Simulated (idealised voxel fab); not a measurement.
process module | voxel lift off
cross-section cut | 230 nm wide | cells 5 nm
A cross-section is a grid of square cells, given in bands from the top down. A band is one or more rows of cells.
Each band's line starts with the height of the band's top and of its bottom, in nm. Then come its materials from left to right, each with its width in nm. One material with "throughout" fills the band from edge to edge. "air" is empty space.
Height 0 is the level under which the wafer as received is all one material. The lowest band goes on downwards, as in "0 down".
A width such as "30 to 40" changes by the same amount from each row of cells to the next, from the band's top row to its bottom row.
"no change" after a step means that no cell of the cross-section changed.
closed voids: empty space of 8 cells or more with no open way to the top, each as width x height at its distance from the left edge, in nm
after a step's settings: what the simulator itself notes on the step
overlay nm, on a step with a mask: how far to the right of its planned place the mask lay; to the left if negative
plan
1 op RECEIVE | material Si
2 op CONFORMAL_DEP | material SiN | thk nm 15
3 op PATTERN | tone open | mask id LINES | material resist | width nm 25 | pitch nm 55 | thk nm 15 | overlay nm 0
4 op DIRECTIONAL_DEP | material Ru | thk nm 5
5 op STRIP | etch materials resist
6 op CONFORMAL_DEP | material SiO2 | thk nm 10
first wafer, as planned
as received, after step 1
  0 down: Si throughout
  closed voids: none
after step 2
  15 to 0: SiN throughout
  below 0: unchanged
after step 3
  30 to 15: resist 45 | air 25 | resist 30 | air 25 | resist 30 | air 25 | resist 50
  below 15: unchanged
after step 4
  35 to 30: Ru 45 | air 25 | Ru 30 | air 25 | Ru 30 | air 25 | Ru 50
  30 to 20: resist 45 | air 25 | resist 30 | air 25 | resist 30 | air 25 | resist 50
  20 to 15: resist 45 | Ru 25 | resist 30 | Ru 25 | resist 30 | Ru 25 | resist 50
  below 15: unchanged
after step 5
  20 to 15: air 45 | Ru 25 | air 30 | Ru 25 | air 30 | Ru 25 | air 50
  below 15: unchanged
after step 6
  30 to 25: air 35 | SiO2 45 | air 10 | SiO2 45 | air 10 | SiO2 45 | air 40
  25 to 20: SiO2 throughout
  20 to 15: SiO2 45 | Ru 25 | SiO2 30 | Ru 25 | SiO2 30 | Ru 25 | SiO2 50
  below 15: unchanged
second wafer: like start, like plan, one mistake. Through step 1 it matches the first wafer
when step 2 should have ended
  30 to 0: SiN throughout
  below 0: unchanged
when step 3 should have ended
  45 to 30: resist 45 | air 25 | resist 30 | air 25 | resist 30 | air 25 | resist 50
  below 30: unchanged
when step 4 should have ended
  50 to 45: Ru 45 | air 25 | Ru 30 | air 25 | Ru 30 | air 25 | Ru 50
  45 to 35: resist 45 | air 25 | resist 30 | air 25 | resist 30 | air 25 | resist 50
  35 to 30: resist 45 | Ru 25 | resist 30 | Ru 25 | resist 30 | Ru 25 | resist 50
  below 30: unchanged
when step 5 should have ended
  35 to 30: air 45 | Ru 25 | air 30 | Ru 25 | air 30 | Ru 25 | air 50
  below 30: unchanged
when step 6 should have ended
  45 to 40: air 35 | SiO2 45 | air 10 | SiO2 45 | air 10 | SiO2 45 | air 40
  40 to 35: SiO2 throughout
  35 to 30: SiO2 45 | Ru 25 | SiO2 30 | Ru 25 | SiO2 30 | Ru 25 | SiO2 50
  below 30: unchanged
what went wrong: step 2 was run twice
at the end the second wafer has, in cells: 138 more of SiN
